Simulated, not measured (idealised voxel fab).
The document below concerns the process module designated voxel wiring stack.
Pictured: cross-section cut, 240 nm wide, on a grid of 5 nm square cells.
The cross-sections in this document take the form of a grid made of square cells. They are written out as bands, in order from top to bottom. Each band consists of one or more rows of cells. Band entry format. Leading values: height of top, height of bottom, nm. Remainder: materials in left-to-right order, each with its width in nm. Special words: "full width" on a single material, which then fills the band edge to edge; "blank", empty space. We count height from 0. Below that, the starting wafer is all one material. The lowest band never ends at the bottom but goes on down; see "z 0 and below" for how that is written. Width: "30..40" (first number = top row, second number = bottom row, same change from row to row of cells). Where the words "remained unchanged" appear for a step, the cross-section shows no cell changed by that step; every cell remained as before. If an empty space has no open way to the top and is at least 8 cells in size, "Closed void entries" lists it, written width x height at distance, where distance is measured from the left edge and every value is in nm. Where a step's line continues beyond its settings, the continuation is a remark by the simulator itself on that step. The setting "overlay nm" may be written on the line of a step. When the step uses a mask, the value reports how far to the right of the planned place the mask lay, and a negative value reports that it lay to the left. How should the pairs below be read? Each gives the cross-section before one process step and the cross-section after it, the latter drawn only to the lowest band that changed; the step that lies between them, with its settings, appears under the pair. Does a pair pick up where the pair above left off? Only where its entry headed "before" says so, since pairs can come from different runs of this module on the same starting wafer.
Before:
- z 0 and below: Si full width
- Closed void entries: none
As Processed:
- z 15 to 0: SiO2 full width
- Heights below 0 show no change.
- Closed void entries: none
What step was run between the cross-section before it and the cross-section after it, both above? op CONFORMAL_DEP | material SiO2 | thk nm 15
before: For the state before this step, see the after cross-section of the pair located directly above.
As Processed:
- z 20 to 15: TiN full width
- Heights below 15 show no change.
- Closed void entries: none
What step was run between the cross-section before it and the cross-section after it, both above? op DIRECTIONAL_DEP | material TiN | thk nm 5
before: For the state before this step, see the after cross-section of the pair located directly above.
As Processed:
- z 45 to 20: Ru full width
- Heights below 20 show no change.
- Closed void entries: none
What step was run between the cross-section before it and the cross-section after it, both above? op DIRECTIONAL_DEP | material Ru | thk nm 25
before: For the state before this step, see the after cross-section of the pair located directly above.
As Processed:
- z 65 to 45: blank=40 / resist=25 / blank=20 / resist=25 / blank=20 / resist=25 / blank=20 / resist=25 / blank=40
- Heights below 45 show no change.
- Closed void entries: none
What step was run between the cross-section before it and the cross-section after it, both above? op PATTERN | tone cover | mask id METAL_1 | material resist | width nm 25 | pitch nm 45 | thk nm 20 | overlay nm 0
before: For the state before this step, see the after cross-section of the pair located directly above.
As Processed:
- z 65 to 45: blank=40 / resist=25 / blank=20 / resist=25 / blank=20 / resist=25 / blank=20 / resist=25 / blank=40
- z 45 to 20: blank=40 / Ru=25 / blank=20 / Ru=25 / blank=20 / Ru=25 / blank=20 / Ru=25 / blank=40
- Heights below 20 show no change.
- Closed void entries: none
What step was run between the cross-section before it and the cross-section after it, both above? op DIRECTIONAL_ETCH | etch materials Ru | depth nm 25
before: For the state before this step, see the after cross-section of the pair located directly above.
As Processed:
- z 65 to 45: blank=40 / resist=25 / blank=20 / resist=25 / blank=20 / resist=25 / blank=20 / resist=25 / blank=40
- z 45 to 20: blank=40 / Ru=25 / blank=20 / Ru=25 / blank=20 / Ru=25 / blank=20 / Ru=25 / blank=40
- z 20 to 15: blank=40 / TiN=25 / blank=20 / TiN=25 / blank=20 / TiN=25 / blank=20 / TiN=25 / blank=40
- Heights below 15 show no change.
- Closed void entries: none
What step was run between the cross-section before it and the cross-section after it, both above? op DIRECTIONAL_ETCH | etch materials TiN | depth nm 5
before: For the state before this step, see the after cross-section of the pair located directly above.
As Processed:
- z 45 to 20: blank=40 / Ru=25 / blank=20 / Ru=25 / blank=20 / Ru=25 / blank=20 / Ru=25 / blank=40
- Heights below 20 show no change.
- Closed void entries: none
What step was run between the cross-section before it and the cross-section after it, both above? op STRIP | etch materials resist
before: For the state before this step, see the after cross-section of the pair located directly above.
As Processed:
- z 55 to 45: lowk full width
- z 45 to 20: lowk=40 / Ru=25 / lowk=20 / Ru=25 / lowk=20 / Ru=25 / lowk=20 / Ru=25 / lowk=40
- z 20 to 15: lowk=40 / TiN=25 / lowk=20 / TiN=25 / lowk=20 / TiN=25 / lowk=20 / TiN=25 / lowk=40
- Heights below 15 show no change.
- Closed void entries: none
What step was run between the cross-section before it and the cross-section after it, both above? op FILL_DEP | material lowk | thk nm 10
before: For the state before this step, see the after cross-section of the pair located directly above.
As Processed:
- z 45 to 20: lowk=40 / Ru=25 / lowk=20 / Ru=25 / lowk=20 / Ru=25 / lowk=20 / Ru=25 / lowk=40
- Heights below 20 show no change.
- Closed void entries: none
What step was run between the cross-section before it and the cross-section after it, both above? op CMP | height nm 45
before: For the state before this step, see the after cross-section of the pair located directly above.
As Processed:
- z 50 to 45: SiCN full width
- Heights below 45 show no change.
- Closed void entries: none
What step was run between the cross-section before it and the cross-section after it, both above? op CONFORMAL_DEP | material SiCN | thk nm 5
before: For the state before this step, see the after cross-section of the pair located directly above.
As Processed:
- z 75 to 50: lowk full width
- Heights below 50 show no change.
- Closed void entries: none
What step was run between the cross-section before it and the cross-section after it, both above? op DIRECTIONAL_DEP | material lowk | thk nm 25
before: For the state before this step, see the after cross-section of the pair located directly above.
As Processed:
- z 85 to 75: aC full width
- Heights below 75 show no change.
- Closed void entries: none
What step was run between the cross-section before it and the cross-section after it, both above? op DIRECTIONAL_DEP | material aC | thk nm 10
before: For the state before this step, see the after cross-section of the pair located directly above.
As Processed:
- z 110 to 85: resist=40 / blank=15 / resist=30 / blank=15 / resist=30 / blank=15 / resist=30 / blank=15 / resist=50
- Heights below 85 show no change.
- Closed void entries: none
What step was run between the cross-section before it and the cross-section after it, both above? op PATTERN | tone open | mask id METAL_2_HOLES | material resist | width nm 15 | pitch nm 45 | thk nm 25 | overlay nm 0
before: For the state before this step, see the after cross-section of the pair located directly above.
As Processed:
- z 100 to 85: resist=40 / blank=15 / resist=30 / blank=15 / resist=30 / blank=15 / resist=30 / blank=15 / resist=50
- z 85 to 75: aC=40 / blank=15 / aC=30 / blank=15 / aC=30 / blank=15 / aC=30 / blank=15 / aC=50
- Heights below 75 show no change.
- Closed void entries: none
What step was run between the cross-section before it and the cross-section after it, both above? op DIRECTIONAL_ETCH | etch materials aC | depth nm 10
before: For the state before this step, see the after cross-section of the pair located directly above.
As Processed:
- z 85 to 75: aC=40 / blank=15 / aC=30 / blank=15 / aC=30 / blank=15 / aC=30 / blank=15 / aC=50
- Heights below 75 show no change.
- Closed void entries: none
What step was run between the cross-section before it and the cross-section after it, both above? op STRIP | etch materials resist
before: For the state before this step, see the after cross-section of the pair located directly above.
As Processed:
- z 85 to 75: aC=40 / blank=15 / aC=30 / blank=15 / aC=30 / blank=15 / aC=30 / blank=15 / aC=50
- z 75 to 50: lowk=40 / blank=15 / lowk=30 / blank=15 / lowk=30 / blank=15 / lowk=30 / blank=15 / lowk=50
- Heights below 50 show no change.
- Closed void entries: none
What step was run between the cross-section before it and the cross-section after it, both above? op DIRECTIONAL_ETCH | etch materials lowk | depth nm 25
before: For the state before this step, see the after cross-section of the pair located directly above.
As Processed:
- z 75 to 50: lowk=40 / blank=15 / lowk=30 / blank=15 / lowk=30 / blank=15 / lowk=30 / blank=15 / lowk=50
- Heights below 50 show no change.
- Closed void entries: none
What step was run between the cross-section before it and the cross-section after it, both above? op STRIP | etch materials aC
before: For the state before this step, see the after cross-section of the pair located directly above.
As Processed:
- z 75 to 60: lowk=40 / blank=25 / lowk=20 / blank=25 / lowk=20 / blank=25 / lowk=20 / blank=25 / lowk=40
- Heights below 60 show no change.
- Closed void entries: none
What step was run between the cross-section before it and the cross-section after it, both above? op MASKED_ETCH | tone open | mask id METAL_2 | width nm 25 | pitch nm 45 | etch materials lowk | depth nm 15 | overlay nm 0
before: For the state before this step, see the after cross-section of the pair located directly above.
As Processed:
- z 75 to 60: lowk=40 / blank=25 / lowk=20 / blank=25 / lowk=20 / blank=25 / lowk=20 / blank=25 / lowk=40
- z 60 to 50: lowk=40 / blank=15 / lowk=30 / blank=15 / lowk=30 / blank=15 / lowk=30 / blank=15 / lowk=50
- z 50 to 45: SiCN=40 / blank=15 / SiCN=30 / blank=15 / SiCN=30 / blank=15 / SiCN=30 / blank=15 / SiCN=50
- Heights below 45 show no change.
- Closed void entries: none
What step was run between the cross-section before it and the cross-section after it, both above? op MASKED_ETCH | tone open | mask id METAL_2 | width nm 25 | pitch nm 45 | etch materials SiCN | depth nm 5 | overlay nm 0
before: For the state before this step, see the after cross-section of the pair located directly above.
As Processed:
- z 80 to 75: TiN=45 / blank=15 / TiN=30 / blank=15 / TiN=30 / blank=15 / TiN=30 / blank=15 / TiN=45
- z 75 to 65: lowk=40 / TiN=5 / blank=15 / TiN=5 / lowk=20 / TiN=5 / blank=15 / TiN=5 / lowk=20 / TiN=5 / blank=15 / TiN=5 / lowk=20 / TiN=5 / blank=15 / TiN=5 / lowk=40
- z 65 to 60: lowk=40 / TiN=5 / blank=5 / TiN=15 / lowk=20 / TiN=5 / blank=5 / TiN=15 / lowk=20 / TiN=5 / blank=5 / TiN=15 / lowk=20 / TiN=5 / blank=5 / TiN=15 / lowk=40
- z 60 to 50: lowk=40 / TiN=5 / blank=5 / TiN=5 / lowk=30 / TiN=5 / blank=5 / TiN=5 / lowk=30 / TiN=5 / blank=5 / TiN=5 / lowk=30 / TiN=5 / blank=5 / TiN=5 / lowk=50
- z 50 to 45: SiCN=40 / TiN=15 / SiCN=30 / TiN=15 / SiCN=30 / TiN=15 / SiCN=30 / TiN=15 / SiCN=50
- Heights below 45 show no change.
- Closed void entries: none
What step was run between the cross-section before it and the cross-section after it, both above? op CONFORMAL_DEP | material TiN | thk nm 5
before: For the state before this step, see the after cross-section of the pair located directly above.
As Processed:
- z 90 to 80: Cu full width
- z 80 to 75: TiN=45 / Cu=15 / TiN=30 / Cu=15 / TiN=30 / Cu=15 / TiN=30 / Cu=15 / TiN=45
- z 75 to 65: lowk=40 / TiN=5 / Cu=15 / TiN=5 / lowk=20 / TiN=5 / Cu=15 / TiN=5 / lowk=20 / TiN=5 / Cu=15 / TiN=5 / lowk=20 / TiN=5 / Cu=15 / TiN=5 / lowk=40
- z 65 to 60: lowk=40 / TiN=5 / Cu=5 / TiN=15 / lowk=20 / TiN=5 / Cu=5 / TiN=15 / lowk=20 / TiN=5 / Cu=5 / TiN=15 / lowk=20 / TiN=5 / Cu=5 / TiN=15 / lowk=40
- z 60 to 50: lowk=40 / TiN=5 / Cu=5 / TiN=5 / lowk=30 / TiN=5 / Cu=5 / TiN=5 / lowk=30 / TiN=5 / Cu=5 / TiN=5 / lowk=30 / TiN=5 / Cu=5 / TiN=5 / lowk=50
- Heights below 50 show no change.
- Closed void entries: none
What step was run between the cross-section before it and the cross-section after it, both above? op FILL_DEP | material Cu | thk nm 10
before: For the state before this step, see the after cross-section of the pair located directly above.
As Processed:
- z 75 to 65: lowk=40 / TiN=5 / Cu=15 / TiN=5 / lowk=20 / TiN=5 / Cu=15 / TiN=5 / lowk=20 / TiN=5 / Cu=15 / TiN=5 / lowk=20 / TiN=5 / Cu=15 / TiN=5 / lowk=40
- Heights below 65 show no change.
- Closed void entries: none
What step was run between the cross-section before it and the cross-section after it, both above? op CMP | height nm 75
before: For the state before this step, see the after cross-section of the pair located directly above.
As Processed:
- z 80 to 75: SiCN full width
- Heights below 75 show no change.
- Closed void entries: none
What step was run between the cross-section before it and the cross-section after it, both above? op CONFORMAL_DEP | material SiCN | thk nm 5
Before:
- z 15 to 0: SiO2 full width
- z 0 and below: Si full width
- Closed void entries: none
As Processed:
- z 40 to 15: Ru full width
- Heights below 15 show no change.
- Closed void entries: none
What step was run between the cross-section before it and the cross-section after it, both above? op DIRECTIONAL_DEP | material Ru | thk nm 25
before: For the state before this step, see the after cross-section of the pair located directly above.
As Processed:
- z 60 to 40: blank=40 / resist=25 / blank=20 / resist=25 / blank=20 / resist=25 / blank=20 / resist=25 / blank=40
- Heights below 40 show no change.
- Closed void entries: none
What step was run between the cross-section before it and the cross-section after it, both above? op PATTERN | tone cover | mask id METAL_1 | material resist | width nm 25 | pitch nm 45 | thk nm 20 | overlay nm 0
before: For the state before this step, see the after cross-section of the pair located directly above.
As Processed:
- z 60 to 40: blank=40 / resist=25 / blank=20 / resist=25 / blank=20 / resist=25 / blank=20 / resist=25 / blank=40
- z 40 to 15: blank=40 / Ru=25 / blank=20 / Ru=25 / blank=20 / Ru=25 / blank=20 / Ru=25 / blank=40
- Heights below 15 show no change.
- Closed void entries: none
What step was run between the cross-section before it and the cross-section after it, both above? op DIRECTIONAL_ETCH | etch materials Ru | depth nm 25
before: For the state before this step, see the after cross-section of the pair located directly above.
As Processed:
- z 40 to 15: blank=40 / Ru=25 / blank=20 / Ru=25 / blank=20 / Ru=25 / blank=20 / Ru=25 / blank=40
- Heights below 15 show no change.
- Closed void entries: none
What step was run between the cross-section before it and the cross-section after it, both above? op STRIP | etch materials resist
before: For the state before this step, see the after cross-section of the pair located directly above.
As Processed:
- z 50 to 40: lowk full width
- z 40 to 15: lowk=40 / Ru=25 / lowk=20 / Ru=25 / lowk=20 / Ru=25 / lowk=20 / Ru=25 / lowk=40
- Heights below 15 show no change.
- Closed void entries: none
What step was run between the cross-section before it and the cross-section after it, both above? op FILL_DEP | material lowk | thk nm 10
before: For the state before this step, see the after cross-section of the pair located directly above.
As Processed:
- z 45 to 40: lowk full width
- Heights below 40 show no change.
- Closed void entries: none
What step was run between the cross-section before it and the cross-section after it, both above? op CMP | height nm 45
before: For the state before this step, see the after cross-section of the pair located directly above.
As Processed:
- z 50 to 45: SiCN full width
- Heights below 45 show no change.
- Closed void entries: none
What step was run between the cross-section before it and the cross-section after it, both above? op CONFORMAL_DEP | material SiCN | thk nm 5
before: For the state before this step, see the after cross-section of the pair located directly above.
As Processed:
- z 75 to 50: lowk full width
- Heights below 50 show no change.
- Closed void entries: none
What step was run between the cross-section before it and the cross-section after it, both above? op DIRECTIONAL_DEP | material lowk | thk nm 25
before: For the state before this step, see the after cross-section of the pair located directly above.
As Processed:
- z 85 to 75: aC full width
- Heights below 75 show no change.
- Closed void entries: none
What step was run between the cross-section before it and the cross-section after it, both above? op DIRECTIONAL_DEP | material aC | thk nm 10
before: For the state before this step, see the after cross-section of the pair located directly above.
As Processed:
- z 110 to 85: resist=40 / blank=15 / resist=30 / blank=15 / resist=30 / blank=15 / resist=30 / blank=15 / resist=50
- Heights below 85 show no change.
- Closed void entries: none
What step was run between the cross-section before it and the cross-section after it, both above? op PATTERN | tone open | mask id METAL_2_HOLES | material resist | width nm 15 | pitch nm 45 | thk nm 25 | overlay nm 0
before: For the state before this step, see the after cross-section of the pair located directly above.
As Processed:
- z 100 to 85: resist=40 / blank=15 / resist=30 / blank=15 / resist=30 / blank=15 / resist=30 / blank=15 / resist=50
- z 85 to 75: aC=40 / blank=15 / aC=30 / blank=15 / aC=30 / blank=15 / aC=30 / blank=15 / aC=50
- Heights below 75 show no change.
- Closed void entries: none
What step was run between the cross-section before it and the cross-section after it, both above? op DIRECTIONAL_ETCH | etch materials aC | depth nm 10
before: For the state before this step, see the after cross-section of the pair located directly above.
As Processed:
- z 85 to 75: aC=40 / blank=15 / aC=30 / blank=15 / aC=30 / blank=15 / aC=30 / blank=15 / aC=50
- Heights below 75 show no change.
- Closed void entries: none
What step was run between the cross-section before it and the cross-section after it, both above? op STRIP | etch materials resist
before: For the state before this step, see the after cross-section of the pair located directly above.
As Processed:
- z 85 to 75: aC=40 / blank=15 / aC=30 / blank=15 / aC=30 / blank=15 / aC=30 / blank=15 / aC=50
- z 75 to 50: lowk=40 / blank=15 / lowk=30 / blank=15 / lowk=30 / blank=15 / lowk=30 / blank=15 / lowk=50
- Heights below 50 show no change.
- Closed void entries: none
What step was run between the cross-section before it and the cross-section after it, both above? op DIRECTIONAL_ETCH | etch materials lowk | depth nm 25
before: For the state before this step, see the after cross-section of the pair located directly above.
As Processed:
- z 75 to 50: lowk=40 / blank=15 / lowk=30 / blank=15 / lowk=30 / blank=15 / lowk=30 / blank=15 / lowk=50
- Heights below 50 show no change.
- Closed void entries: none
What step was run between the cross-section before it and the cross-section after it, both above? op STRIP | etch materials aC
before: For the state before this step, see the after cross-section of the pair located directly above.
As Processed:
- z 75 to 60: lowk=40 / blank=25 / lowk=20 / blank=25 / lowk=20 / blank=25 / lowk=20 / blank=25 / lowk=40
- Heights below 60 show no change.
- Closed void entries: none
What step was run between the cross-section before it and the cross-section after it, both above? op MASKED_ETCH | tone open | mask id METAL_2 | width nm 25 | pitch nm 45 | etch materials lowk | depth nm 15 | overlay nm 0
before: For the state before this step, see the after cross-section of the pair located directly above.
As Processed:
- z 75 to 60: lowk=40 / blank=25 / lowk=20 / blank=25 / lowk=20 / blank=25 / lowk=20 / blank=25 / lowk=40
- z 60 to 50: lowk=40 / blank=15 / lowk=30 / blank=15 / lowk=30 / blank=15 / lowk=30 / blank=15 / lowk=50
- z 50 to 45: SiCN=40 / blank=15 / SiCN=30 / blank=15 / SiCN=30 / blank=15 / SiCN=30 / blank=15 / SiCN=50
- Heights below 45 show no change.
- Closed void entries: none
What step was run between the cross-section before it and the cross-section after it, both above? op MASKED_ETCH | tone open | mask id METAL_2 | width nm 25 | pitch nm 45 | etch materials SiCN | depth nm 5 | overlay nm 0
before: For the state before this step, see the after cross-section of the pair located directly above.
As Processed:
- z 80 to 75: TiN=45 / blank=15 / TiN=30 / blank=15 / TiN=30 / blank=15 / TiN=30 / blank=15 / TiN=45
- z 75 to 65: lowk=40 / TiN=5 / blank=15 / TiN=5 / lowk=20 / TiN=5 / blank=15 / TiN=5 / lowk=20 / TiN=5 / blank=15 / TiN=5 / lowk=20 / TiN=5 / blank=15 / TiN=5 / lowk=40
- z 65 to 60: lowk=40 / TiN=5 / blank=5 / TiN=15 / lowk=20 / TiN=5 / blank=5 / TiN=15 / lowk=20 / TiN=5 / blank=5 / TiN=15 / lowk=20 / TiN=5 / blank=5 / TiN=15 / lowk=40
- z 60 to 50: lowk=40 / TiN=5 / blank=5 / TiN=5 / lowk=30 / TiN=5 / blank=5 / TiN=5 / lowk=30 / TiN=5 / blank=5 / TiN=5 / lowk=30 / TiN=5 / blank=5 / TiN=5 / lowk=50
- z 50 to 45: SiCN=40 / TiN=15 / SiCN=30 / TiN=15 / SiCN=30 / TiN=15 / SiCN=30 / TiN=15 / SiCN=50
- Heights below 45 show no change.
- Closed void entries: none
What step was run between the cross-section before it and the cross-section after it, both above? op CONFORMAL_DEP | material TiN | thk nm 5
before: For the state before this step, see the after cross-section of the pair located directly above.
As Processed:
- z 90 to 80: Cu full width
- z 80 to 75: TiN=45 / Cu=15 / TiN=30 / Cu=15 / TiN=30 / Cu=15 / TiN=30 / Cu=15 / TiN=45
- z 75 to 65: lowk=40 / TiN=5 / Cu=15 / TiN=5 / lowk=20 / TiN=5 / Cu=15 / TiN=5 / lowk=20 / TiN=5 / Cu=15 / TiN=5 / lowk=20 / TiN=5 / Cu=15 / TiN=5 / lowk=40
- z 65 to 60: lowk=40 / TiN=5 / Cu=5 / TiN=15 / lowk=20 / TiN=5 / Cu=5 / TiN=15 / lowk=20 / TiN=5 / Cu=5 / TiN=15 / lowk=20 / TiN=5 / Cu=5 / TiN=15 / lowk=40
- z 60 to 50: lowk=40 / TiN=5 / Cu=5 / TiN=5 / lowk=30 / TiN=5 / Cu=5 / TiN=5 / lowk=30 / TiN=5 / Cu=5 / TiN=5 / lowk=30 / TiN=5 / Cu=5 / TiN=5 / lowk=50
- Heights below 50 show no change.
- Closed void entries: none
What step was run between the cross-section before it and the cross-section after it, both above? op FILL_DEP | material Cu | thk nm 10
before: For the state before this step, see the after cross-section of the pair located directly above.
As Processed:
- z 75 to 65: lowk=40 / TiN=5 / Cu=15 / TiN=5 / lowk=20 / TiN=5 / Cu=15 / TiN=5 / lowk=20 / TiN=5 / Cu=15 / TiN=5 / lowk=20 / TiN=5 / Cu=15 / TiN=5 / lowk=40
- Heights below 65 show no change.
- Closed void entries: none
What step was run between the cross-section before it and the cross-section after it, both above? op CMP | height nm 75
before: For the state before this step, see the after cross-section of the pair located directly above.
As Processed:
- z 80 to 75: SiCN full width
- Heights below 75 show no change.
- Closed void entries: none
What step was run between the cross-section before it and the cross-section after it, both above? op CONFORMAL_DEP | material SiCN | thk nm 5
Before:
- z 15 to 0: SiO2 full width
- z 0 and below: Si full width
- Closed void entries: none
As Processed:
- z 30 to 0: SiO2 full width
- Heights below 0 show no change.
- Closed void entries: none
What step was run between the cross-section before it and the cross-section after it, both above? op CONFORMAL_DEP | material SiO2 | thk nm 15
before: For the state before this step, see the after cross-section of the pair located directly above.
As Processed:
- z 35 to 30: TiN full width
- Heights below 30 show no change.
- Closed void entries: none
What step was run between the cross-section before it and the cross-section after it, both above? op DIRECTIONAL_DEP | material TiN | thk nm 5
before: For the state before this step, see the after cross-section of the pair located directly above.
As Processed:
- z 60 to 35: Ru full width
- Heights below 35 show no change.
- Closed void entries: none
What step was run between the cross-section before it and the cross-section after it, both above? op DIRECTIONAL_DEP | material Ru | thk nm 25
before: For the state before this step, see the after cross-section of the pair located directly above.
As Processed:
- z 80 to 60: blank=40 / resist=25 / blank=20 / resist=25 / blank=20 / resist=25 / blank=20 / resist=25 / blank=40
- Heights below 60 show no change.
- Closed void entries: none
What step was run between the cross-section before it and the cross-section after it, both above? op PATTERN | tone cover | mask id METAL_1 | material resist | width nm 25 | pitch nm 45 | thk nm 20 | overlay nm 0
before: For the state before this step, see the after cross-section of the pair located directly above.
As Processed:
- z 80 to 60: blank=40 / resist=25 / blank=20 / resist=25 / blank=20 / resist=25 / blank=20 / resist=25 / blank=40
- z 60 to 35: blank=40 / Ru=25 / blank=20 / Ru=25 / blank=20 / Ru=25 / blank=20 / Ru=25 / blank=40
- Heights below 35 show no change.
- Closed void entries: none
What step was run between the cross-section before it and the cross-section after it, both above? op DIRECTIONAL_ETCH | etch materials Ru | depth nm 25
before: For the state before this step, see the after cross-section of the pair located directly above.
As Processed:
- z 80 to 60: blank=40 / resist=25 / blank=20 / resist=25 / blank=20 / resist=25 / blank=20 / resist=25 / blank=40
- z 60 to 35: blank=40 / Ru=25 / blank=20 / Ru=25 / blank=20 / Ru=25 / blank=20 / Ru=25 / blank=40
- z 35 to 30: blank=40 / TiN=25 / blank=20 / TiN=25 / blank=20 / TiN=25 / blank=20 / TiN=25 / blank=40
- Heights below 30 show no change.
- Closed void entries: none
What step was run between the cross-section before it and the cross-section after it, both above? op DIRECTIONAL_ETCH | etch materials TiN | depth nm 5
before: For the state before this step, see the after cross-section of the pair located directly above.
As Processed:
- z 60 to 35: blank=40 / Ru=25 / blank=20 / Ru=25 / blank=20 / Ru=25 / blank=20 / Ru=25 / blank=40
- Heights below 35 show no change.
- Closed void entries: none
What step was run between the cross-section before it and the cross-section after it, both above? op STRIP | etch materials resist
before: For the state before this step, see the after cross-section of the pair located directly above.
As Processed:
- z 70 to 60: lowk full width
- z 60 to 35: lowk=40 / Ru=25 / lowk=20 / Ru=25 / lowk=20 / Ru=25 / lowk=20 / Ru=25 / lowk=40
- z 35 to 30: lowk=40 / TiN=25 / lowk=20 / TiN=25 / lowk=20 / TiN=25 / lowk=20 / TiN=25 / lowk=40
- Heights below 30 show no change.
- Closed void entries: none
What step was run between the cross-section before it and the cross-section after it, both above? op FILL_DEP | material lowk | thk nm 10
before: For the state before this step, see the after cross-section of the pair located directly above.
As Processed:
- z 45 to 35: lowk=40 / Ru=25 / lowk=20 / Ru=25 / lowk=20 / Ru=25 / lowk=20 / Ru=25 / lowk=40
- Heights below 35 show no change.
- Closed void entries: none
What step was run between the cross-section before it and the cross-section after it, both above? op CMP | height nm 45
before: For the state before this step, see the after cross-section of the pair located directly above.
As Processed:
- z 50 to 45: SiCN full width
- Heights below 45 show no change.
- Closed void entries: none
What step was run between the cross-section before it and the cross-section after it, both above? op CONFORMAL_DEP | material SiCN | thk nm 5
before: For the state before this step, see the after cross-section of the pair located directly above.
As Processed:
- z 75 to 50: lowk full width
- Heights below 50 show no change.
- Closed void entries: none
What step was run between the cross-section before it and the cross-section after it, both above? op DIRECTIONAL_DEP | material lowk | thk nm 25
before: For the state before this step, see the after cross-section of the pair located directly above.
As Processed:
- z 85 to 75: aC full width
- Heights below 75 show no change.
- Closed void entries: none
What step was run between the cross-section before it and the cross-section after it, both above? op DIRECTIONAL_DEP | material aC | thk nm 10
before: For the state before this step, see the after cross-section of the pair located directly above.
As Processed:
- z 110 to 85: resist=40 / blank=15 / resist=30 / blank=15 / resist=30 / blank=15 / resist=30 / blank=15 / resist=50
- Heights below 85 show no change.
- Closed void entries: none
What step was run between the cross-section before it and the cross-section after it, both above? op PATTERN | tone open | mask id METAL_2_HOLES | material resist | width nm 15 | pitch nm 45 | thk nm 25 | overlay nm 0
before: For the state before this step, see the after cross-section of the pair located directly above.
As Processed:
- z 100 to 85: resist=40 / blank=15 / resist=30 / blank=15 / resist=30 / blank=15 / resist=30 / blank=15 / resist=50
- z 85 to 75: aC=40 / blank=15 / aC=30 / blank=15 / aC=30 / blank=15 / aC=30 / blank=15 / aC=50
- Heights below 75 show no change.
- Closed void entries: none
What step was run between the cross-section before it and the cross-section after it, both above? op DIRECTIONAL_ETCH | etch materials aC | depth nm 10
before: For the state before this step, see the after cross-section of the pair located directly above.
As Processed:
- z 85 to 75: aC=40 / blank=15 / aC=30 / blank=15 / aC=30 / blank=15 / aC=30 / blank=15 / aC=50
- Heights below 75 show no change.
- Closed void entries: none
What step was run between the cross-section before it and the cross-section after it, both above? op STRIP | etch materials resist
before: For the state before this step, see the after cross-section of the pair located directly above.
As Processed:
- z 85 to 75: aC=40 / blank=15 / aC=30 / blank=15 / aC=30 / blank=15 / aC=30 / blank=15 / aC=50
- z 75 to 50: lowk=40 / blank=15 / lowk=30 / blank=15 / lowk=30 / blank=15 / lowk=30 / blank=15 / lowk=50
- Heights below 50 show no change.
- Closed void entries: none
What step was run between the cross-section before it and the cross-section after it, both above? op DIRECTIONAL_ETCH | etch materials lowk | depth nm 25
before: For the state before this step, see the after cross-section of the pair located directly above.
As Processed:
- z 75 to 50: lowk=40 / blank=15 / lowk=30 / blank=15 / lowk=30 / blank=15 / lowk=30 / blank=15 / lowk=50
- Heights below 50 show no change.
- Closed void entries: none
What step was run between the cross-section before it and the cross-section after it, both above? op STRIP | etch materials aC
before: For the state before this step, see the after cross-section of the pair located directly above.
As Processed:
- z 75 to 60: lowk=40 / blank=25 / lowk=20 / blank=25 / lowk=20 / blank=25 / lowk=20 / blank=25 / lowk=40
- Heights below 60 show no change.
- Closed void entries: none
What step was run between the cross-section before it and the cross-section after it, both above? op MASKED_ETCH | tone open | mask id METAL_2 | width nm 25 | pitch nm 45 | etch materials lowk | depth nm 15 | overlay nm 0
before: For the state before this step, see the after cross-section of the pair located directly above.
As Processed:
- z 75 to 60: lowk=40 / blank=25 / lowk=20 / blank=25 / lowk=20 / blank=25 / lowk=20 / blank=25 / lowk=40
- z 60 to 50: lowk=40 / blank=15 / lowk=30 / blank=15 / lowk=30 / blank=15 / lowk=30 / blank=15 / lowk=50
- z 50 to 45: SiCN=40 / blank=15 / SiCN=30 / blank=15 / SiCN=30 / blank=15 / SiCN=30 / blank=15 / SiCN=50
- Heights below 45 show no change.
- Closed void entries: none
What step was run between the cross-section before it and the cross-section after it, both above? op MASKED_ETCH | tone open | mask id METAL_2 | width nm 25 | pitch nm 45 | etch materials SiCN | depth nm 5 | overlay nm 0
before: For the state before this step, see the after cross-section of the pair located directly above.
As Processed:
- z 80 to 75: TiN=45 / blank=15 / TiN=30 / blank=15 / TiN=30 / blank=15 / TiN=30 / blank=15 / TiN=45
- z 75 to 65: lowk=40 / TiN=5 / blank=15 / TiN=5 / lowk=20 / TiN=5 / blank=15 / TiN=5 / lowk=20 / TiN=5 / blank=15 / TiN=5 / lowk=20 / TiN=5 / blank=15 / TiN=5 / lowk=40
- z 65 to 60: lowk=40 / TiN=5 / blank=5 / TiN=15 / lowk=20 / TiN=5 / blank=5 / TiN=15 / lowk=20 / TiN=5 / blank=5 / TiN=15 / lowk=20 / TiN=5 / blank=5 / TiN=15 / lowk=40
- z 60 to 50: lowk=40 / TiN=5 / blank=5 / TiN=5 / lowk=30 / TiN=5 / blank=5 / TiN=5 / lowk=30 / TiN=5 / blank=5 / TiN=5 / lowk=30 / TiN=5 / blank=5 / TiN=5 / lowk=50
- z 50 to 45: SiCN=40 / TiN=15 / SiCN=30 / TiN=15 / SiCN=30 / TiN=15 / SiCN=30 / TiN=15 / SiCN=50
- Heights below 45 show no change.
- Closed void entries: none
What step was run between the cross-section before it and the cross-section after it, both above? op CONFORMAL_DEP | material TiN | thk nm 5
before: For the state before this step, see the after cross-section of the pair located directly above.
As Processed:
- z 90 to 80: Cu full width
- z 80 to 75: TiN=45 / Cu=15 / TiN=30 / Cu=15 / TiN=30 / Cu=15 / TiN=30 / Cu=15 / TiN=45
- z 75 to 65: lowk=40 / TiN=5 / Cu=15 / TiN=5 / lowk=20 / TiN=5 / Cu=15 / TiN=5 / lowk=20 / TiN=5 / Cu=15 / TiN=5 / lowk=20 / TiN=5 / Cu=15 / TiN=5 / lowk=40
- z 65 to 60: lowk=40 / TiN=5 / Cu=5 / TiN=15 / lowk=20 / TiN=5 / Cu=5 / TiN=15 / lowk=20 / TiN=5 / Cu=5 / TiN=15 / lowk=20 / TiN=5 / Cu=5 / TiN=15 / lowk=40
- z 60 to 50: lowk=40 / TiN=5 / Cu=5 / TiN=5 / lowk=30 / TiN=5 / Cu=5 / TiN=5 / lowk=30 / TiN=5 / Cu=5 / TiN=5 / lowk=30 / TiN=5 / Cu=5 / TiN=5 / lowk=50
- Heights below 50 show no change.
- Closed void entries: none
What step was run between the cross-section before it and the cross-section after it, both above? op FILL_DEP | material Cu | thk nm 10
before: For the state before this step, see the after cross-section of the pair located directly above.
As Processed:
- z 75 to 65: lowk=40 / TiN=5 / Cu=15 / TiN=5 / lowk=20 / TiN=5 / Cu=15 / TiN=5 / lowk=20 / TiN=5 / Cu=15 / TiN=5 / lowk=20 / TiN=5 / Cu=15 / TiN=5 / lowk=40
- Heights below 65 show no change.
- Closed void entries: none
What step was run between the cross-section before it and the cross-section after it, both above? op CMP | height nm 75
